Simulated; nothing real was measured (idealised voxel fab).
This is a process module. Its name is voxel released beams.
145 nm wide, 5 nm square cells: that's cross-section cut.
Cross-section spec: square-cell grid; bands listed top down; each band is one or more rows. This entry defines a band. It first specifies the height of the band's top and the height of its bottom in nm, and then specifies the band's materials from left to right, stating each material with its width in nm. The word "full width" identifies a single material that fills the band from edge to edge, while the word "empty" identifies empty space. Heights are measured from 0, the level below which the as-received wafer is all one material; the lowest band has no bottom and continues downward, written as in "0 nm and below". With a width like "30..40", each row of cells in the band differs from the next by the same amount, the top row carrying the first number and the bottom row the second. For the purposes of this document, the phrase "nothing altered" attached to a step denotes that no cell within the cross-section was modified by that step. Any empty space of 8 cells or more lacking an open way to the top shows up in "Trapped void list" as width x height at distance, distance from the left edge, in nm. Anything after a step's settings on that line? It's the simulator's own note about the step. On any step carrying a mask, the "overlay nm" setting, if present on the step's line, tells how far right of its planned place the mask lay; negative values point to the left.

### plan
1 op RECEIVE | material Si
2 op CONFORMAL_DEP | material Al2O3 | thk nm 5
3 op DIRECTIONAL_DEP | material SiO2 | thk nm 20
4 op MASKED_ETCH | tone open | mask id ANCHOR | width nm 45 | etch materials SiO2 | depth nm 20 | overlay nm 0
5 op CONFORMAL_DEP | material polySi | thk nm 15
6 op MASKED_ETCH | tone cover | mask id BEAM | width nm 90 | etch materials polySi | depth nm 15 | overlay nm 0
7 op STRIP | etch materials SiO2

### Incoming wafer in cross-section (state: after step 1)
- 0 nm and below  Si full width
- Trapped void list: none

### As-planned run: cross-section of the first of two wafers at end of module
- 40 nm to 25 nm  25 empty | 20 polySi | 15 empty | 55 polySi | 30 empty
- 25 nm to 20 nm  30 empty | 15 polySi | 15 empty | 15 polySi | 70 empty
- 20 nm to 5 nm  30 empty | 45 polySi | 70 empty
- 5 nm to 0 nm  Al2O3 full width
- 0 nm and below  Si full width
- Trapped void list: none

### Wafer two cross-section, module end. Start and plan unchanged from wafer one; one mistake made during the run
- 40 nm to 25 nm  20 empty | 25 polySi | 15 empty | 50 polySi | 35 empty
- 25 nm to 20 nm  30 empty | 15 polySi | 15 empty | 15 polySi | 70 empty
- 20 nm to 5 nm  30 empty | 45 polySi | 70 empty
- 5 nm to 0 nm  Al2O3 full width
- 0 nm and below  Si full width
- Trapped void list: none
Where did the run depart from the plan? for step 6, the planned setting was not used; the step was instead run as op MASKED_ETCH | tone cover | mask id BEAM | width nm 90 | etch materials polySi | depth nm 15 | overlay nm -5
Tallied in cells, the final second wafer holds each material in the same quantity as the first, although not at the same places.
